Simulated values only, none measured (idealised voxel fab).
Presented below is a process module, voxel air gaps.
We display cut, a cross-section 235 nm in width whose square cells are each 5 nm.
For the purposes of this document, a cross-section shall be understood as a grid of square cells, specified as bands listed in top-to-bottom order, each band consisting of one or more rows of cells. First you get the band's top height and its bottom height, in nm, and then the materials it's made of, left to right, with each width in nm. If you see a single material with "throughout", that one covers the band edge to edge. "blank" is empty space. Height 0 is the level under which the wafer as received is all one material. The lowest band goes on downwards, as in "from 0 down". When a width is written as two numbers, as in "30..40", the first number is the width in the top row of cells of the band and the second is the width in its bottom row, and the width changes by the same amount from each row to the next. "no alteration" after a step means that no cell of the cross-section changed. "Enclosed cavity list" - sealed voids, min. 8 cells, no opening to top; format: width x height at distance (distance from left edge; nm throughout). Step line, after settings: the simulator's comment on this step. The setting "overlay nm" may be written on the line of a step. When the step uses a mask, the value reports how far to the right of the planned place the mask lay, and a negative value reports that it lay to the left.
Below is the list of planned process steps:
1) RECEIVE with material Si
2) CONFORMAL_DEP with material SiO2, thk nm 10
3) CONFORMAL_DEP with material SiN, thk nm 5
4) DIRECTIONAL_DEP with material SiO2, thk nm 40
5) DIRECTIONAL_DEP with material aC, thk nm 15
6) PATTERN with tone open, mask id LINES, material resist, width nm 15, pitch nm 45, thk nm 30, overlay nm 0
7) DIRECTIONAL_ETCH with etch materials aC, depth nm 15
8) STRIP with etch materials resist
9) DIRECTIONAL_ETCH with etch materials SiO2, depth nm 40
10) STRIP with etch materials aC
11) CONFORMAL_DEP with material TiN, thk nm 5
12) FILL_DEP with material Ru, thk nm 10
13) CMP with height nm 55
14) EPI with material Ru, thk nm 10
15) SELECTIVE_ETCH with etch materials SiO2, depth nm 50
16) CONFORMAL_DEP with material SiN, thk nm 5
Incoming wafer in cross-section (state: after step 1):
	from 0 down = Si throughout
	Enclosed cavity list: none
First wafer at the end, as planned:
	from 70 to 65 = blank 50 / SiN 135 / blank 50
	from 65 to 55 = blank 50 / SiN 5 / Ru 35 / SiN 10 / Ru 35 / SiN 10 / Ru 35 / SiN 5 / blank 50
	from 55 to 50 = blank 50 / SiN 15 / TiN 5 / Ru 5 / TiN 5 / SiN 30 / TiN 5 / Ru 5 / TiN 5 / SiN 30 / TiN 5 / Ru 5 / TiN 5 / SiN 15 / blank 50
	from 50 to 20 = blank 60 / SiN 5 / TiN 5 / Ru 5 / TiN 5 / SiN 5 / blank 20 / SiN 5 / TiN 5 / Ru 5 / TiN 5 / SiN 5 / blank 20 / SiN 5 / TiN 5 / Ru 5 / TiN 5 / SiN 5 / blank 60
	from 20 to 15 = SiN 65 / TiN 15 / SiN 30 / TiN 15 / SiN 30 / TiN 15 / SiN 65
	from 15 to 10 = SiN throughout
	from 10 to 0 = SiO2 throughout
	from 0 down = Si throughout
	Enclosed cavity list: 20 x 30 at 85; 20 x 30 at 130
Wafer two cross-section, module end. Start and plan unchanged from wafer one; one mistake made during the run:
	from 80 to 75 = SiN throughout
	from 75 to 60 = Ru throughout
	from 60 to 55 = TiN 70 / Ru 5 / TiN 40 / Ru 5 / TiN 40 / Ru 5 / TiN 70
	from 55 to 20 = SiO2 65 / TiN 5 / Ru 5 / TiN 5 / SiO2 30 / TiN 5 / Ru 5 / TiN 5 / SiO2 30 / TiN 5 / Ru 5 / TiN 5 / SiO2 65
	from 20 to 15 = SiO2 65 / TiN 15 / SiO2 30 / TiN 15 / SiO2 30 / TiN 15 / SiO2 65
	from 15 to 10 = SiN throughout
	from 10 to 0 = SiO2 throughout
	from 0 down = Si throughout
	Enclosed cavity list: none
The mistake made against the process plan was this: off-plan run, step 13, actual operation and settings CMP with height nm 65
Count the cells at the end and the second wafer has more or fewer of some materials than the first: Ru +102 | SiN -84 | SiO2 +304 | TiN +44
Upon completion, the first wafer exhibits 2 closed voids and the second wafer exhibits 0.
